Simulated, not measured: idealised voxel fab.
You're looking at the process module voxel spacer lines.
Cross-section cut spans 220 nm and uses square cells 5 nm in size.
Each cross-section below is a grid of square cells, stated as bands in top-down order, with one or more rows of cells making up each band. The band entry comprises the height of the band's top followed by the height of its bottom, expressed in nm, and subsequently the band's materials from left to right, each stated together with its width in nm. Where a single material is marked with the word "everywhere", that material fills the band from edge to edge. The word "empty" represents empty space. It should be noted that heights are counted from 0, beneath which the wafer as supplied is of one material throughout, and that the lowest band possesses no lower boundary but continues downward, as written in "0 and below". Quick explanation for "30->40": the width changes in equal steps down the rows of cells, from the first number in the band's top row to the second number in its bottom row. Given "left unchanged" for a step, no cell of the cross-section differs between before and after that step. What "Tabulated closed voids" gives you is every empty space of 8 cells or more that is cut off from the top. Each appears as width x height at distance, with the distance taken from the left edge and width, height and distance all in nm. On a step's line, text after the settings is the simulator commenting on that step. Regarding "overlay nm": on a step with a mask, it is the distance the mask lay to the right of its planned place; a negative value places it to the left.

Planned process steps
| 1 | RECEIVE (material Si) |
| 2 | CONFORMAL_DEP (material Al2O3; thk nm 5) |
| 3 | DIRECTIONAL_DEP (material TiN; thk nm 20) |
| 4 | DIRECTIONAL_DEP (material aC; thk nm 30) |
| 5 | PATTERN (tone cover; mask id MANDREL; material resist; width nm 20; pitch nm 70; thk nm 40; overlay nm -15) |
| 6 | DIRECTIONAL_ETCH (etch materials aC; depth nm 30) |
| 7 | STRIP (etch materials resist) |
| 8 | CONFORMAL_DEP (material SiN; thk nm 15) |
| 9 | DIRECTIONAL_ETCH (etch materials SiN; depth nm 15) |
| 10 | STRIP (etch materials aC) |
| 11 | DIRECTIONAL_ETCH (etch materials TiN; depth nm 20) |
| 12 | STRIP (etch materials SiN) |
Same starting wafers, different overlay nm at step 5. Plan value belongs to the first wafer.

Cross-section of the first of several wafers as received (after step 1)
* 0 and below: Si everywhere
* Tabulated closed voids: none

Table: wafers, a row each; end-of-module cell change per material since receipt, gain (+), loss (-); then closed voids
overlay nm -15 | +44 Al2O3 | +72 TiN | Tabulated closed voids: none
overlay nm -10 | +44 Al2O3 | +72 TiN | Tabulated closed voids: none
overlay nm -5 | +44 Al2O3 | +72 TiN | Tabulated closed voids: none
overlay nm 0 | +44 Al2O3 | +72 TiN | Tabulated closed voids: none
overlay nm 5 | +44 Al2O3 | +72 TiN | Tabulated closed voids: none
overlay nm 10 | +44 Al2O3 | +72 TiN | Tabulated closed voids: none
overlay nm 15 | +44 Al2O3 | +72 TiN | Tabulated closed voids: none
